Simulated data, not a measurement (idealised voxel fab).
process module | voxel tone inversion
cross-section cut | 270 nm wide | cells 5 nm
A cross-section is a grid of square cells, given in bands from the top down. A band is one or more rows of cells.
Each band's line starts with the height of the band's top and of its bottom, in nm. Then come its materials from left to right, each with its width in nm. One material with "throughout" fills the band from edge to edge. "air" is empty space.
Height 0 is the level under which the wafer as received is all one material. The lowest band goes on downwards, as in "0 down".
A width such as "30 to 40" changes by the same amount from each row of cells to the next, from the band's top row to its bottom row.
"no change" after a step means that no cell of the cross-section changed.
closed voids: empty space of 8 cells or more with no open way to the top, each as width x height at its distance from the left edge, in nm
after a step's settings: what the simulator itself notes on the step
overlay nm, on a step with a mask: how far to the right of its planned place the mask lay; to the left if negative
plan
1 op RECEIVE | material Si
2 op CONFORMAL_DEP | material SiN | thk nm 10
3 op DIRECTIONAL_DEP | material polySi | thk nm 15
4 op PATTERN | tone cover | mask id POSTS | material resist | width nm 20 | pitch nm 40 | thk nm 25 | overlay nm 0
5 op DIRECTIONAL_ETCH | etch materials polySi | depth nm 15
6 op STRIP | etch materials resist
7 op FILL_DEP | material lowk | thk nm 5
8 op CMP | height nm 25
9 op STRIP | etch materials polySi
10 op CONFORMAL_DEP | material TiN | thk nm 5
11 op FILL_DEP | material Ru | thk nm 10
12 op CMP | height nm 25
13 op CONFORMAL_DEP | material SiCN | thk nm 5
first wafer, as planned
as received, after step 1
  0 down: Si throughout
  closed voids: none
after step 2
  10 to 0: SiN throughout
  below 0: unchanged
after step 3
  25 to 10: polySi throughout
  below 10: unchanged
after step 4
  50 to 25: air 85 | resist 20 | air 20 | resist 20 | air 20 | resist 20 | air 85
  below 25: unchanged
after step 5
  50 to 25: air 85 | resist 20 | air 20 | resist 20 | air 20 | resist 20 | air 85
  25 to 10: air 85 | polySi 20 | air 20 | polySi 20 | air 20 | polySi 20 | air 85
  below 10: unchanged
after step 6
  25 to 10: air 85 | polySi 20 | air 20 | polySi 20 | air 20 | polySi 20 | air 85
  below 10: unchanged
after step 7
  30 to 25: lowk throughout
  25 to 10: lowk 85 | polySi 20 | lowk 20 | polySi 20 | lowk 20 | polySi 20 | lowk 85
  below 10: unchanged
after step 8
  25 to 10: lowk 85 | polySi 20 | lowk 20 | polySi 20 | lowk 20 | polySi 20 | lowk 85
  below 10: unchanged
after step 9
  25 to 10: lowk 85 | air 20 | lowk 20 | air 20 | lowk 20 | air 20 | lowk 85
  below 10: unchanged
after step 10
  30 to 25: TiN 90 | air 10 | TiN 30 | air 10 | TiN 30 | air 10 | TiN 90
  25 to 15: lowk 85 | TiN 5 | air 10 | TiN 5 | lowk 20 | TiN 5 | air 10 | TiN 5 | lowk 20 | TiN 5 | air 10 | TiN 5 | lowk 85
  15 to 10: lowk 85 | TiN 20 | lowk 20 | TiN 20 | lowk 20 | TiN 20 | lowk 85
  below 10: unchanged
after step 11
  40 to 30: Ru throughout
  30 to 25: TiN 90 | Ru 10 | TiN 30 | Ru 10 | TiN 30 | Ru 10 | TiN 90
  25 to 15: lowk 85 | TiN 5 | Ru 10 | TiN 5 | lowk 20 | TiN 5 | Ru 10 | TiN 5 | lowk 20 | TiN 5 | Ru 10 | TiN 5 | lowk 85
  below 15: unchanged
after step 12
  25 to 15: lowk 85 | TiN 5 | Ru 10 | TiN 5 | lowk 20 | TiN 5 | Ru 10 | TiN 5 | lowk 20 | TiN 5 | Ru 10 | TiN 5 | lowk 85
  below 15: unchanged
after step 13
  30 to 25: SiCN throughout
  below 25: unchanged
second wafer: like start, like plan, one mistake. Through step 1 it matches the first wafer
when step 2 should have ended
  10 to 0: Ru throughout
  below 0: unchanged
when step 3 should have ended
  25 to 10: polySi throughout
  below 10: unchanged
when step 4 should have ended
  50 to 25: air 85 | resist 20 | air 20 | resist 20 | air 20 | resist 20 | air 85
  below 25: unchanged
when step 5 should have ended
  50 to 25: air 85 | resist 20 | air 20 | resist 20 | air 20 | resist 20 | air 85
  25 to 10: air 85 | polySi 20 | air 20 | polySi 20 | air 20 | polySi 20 | air 85
  below 10: unchanged
when step 6 should have ended
  25 to 10: air 85 | polySi 20 | air 20 | polySi 20 | air 20 | polySi 20 | air 85
  below 10: unchanged
when step 7 should have ended
  30 to 25: lowk throughout
  25 to 10: lowk 85 | polySi 20 | lowk 20 | polySi 20 | lowk 20 | polySi 20 | lowk 85
  below 10: unchanged
when step 8 should have ended
  25 to 10: lowk 85 | polySi 20 | lowk 20 | polySi 20 | lowk 20 | polySi 20 | lowk 85
  below 10: unchanged
when step 9 should have ended
  25 to 10: lowk 85 | air 20 | lowk 20 | air 20 | lowk 20 | air 20 | lowk 85
  below 10: unchanged
when step 10 should have ended
  30 to 25: TiN 90 | air 10 | TiN 30 | air 10 | TiN 30 | air 10 | TiN 90
  25 to 15: lowk 85 | TiN 5 | air 10 | TiN 5 | lowk 20 | TiN 5 | air 10 | TiN 5 | lowk 20 | TiN 5 | air 10 | TiN 5 | lowk 85
  15 to 10: lowk 85 | TiN 20 | lowk 20 | TiN 20 | lowk 20 | TiN 20 | lowk 85
  below 10: unchanged
when step 11 should have ended
  40 to 30: Ru throughout
  30 to 25: TiN 90 | Ru 10 | TiN 30 | Ru 10 | TiN 30 | Ru 10 | TiN 90
  25 to 15: lowk 85 | TiN 5 | Ru 10 | TiN 5 | lowk 20 | TiN 5 | Ru 10 | TiN 5 | lowk 20 | TiN 5 | Ru 10 | TiN 5 | lowk 85
  below 15: unchanged
when step 12 should have ended
  25 to 15: lowk 85 | TiN 5 | Ru 10 | TiN 5 | lowk 20 | TiN 5 | Ru 10 | TiN 5 | lowk 20 | TiN 5 | Ru 10 | TiN 5 | lowk 85
  below 15: unchanged
when step 13 should have ended
  30 to 25: SiCN throughout
  below 25: unchanged
what went wrong: step 2 ran as: op CONFORMAL_DEP | material Ru | thk nm 10
at the end the second wafer has, in cells: 108 more of Ru | 108 fewer of SiN
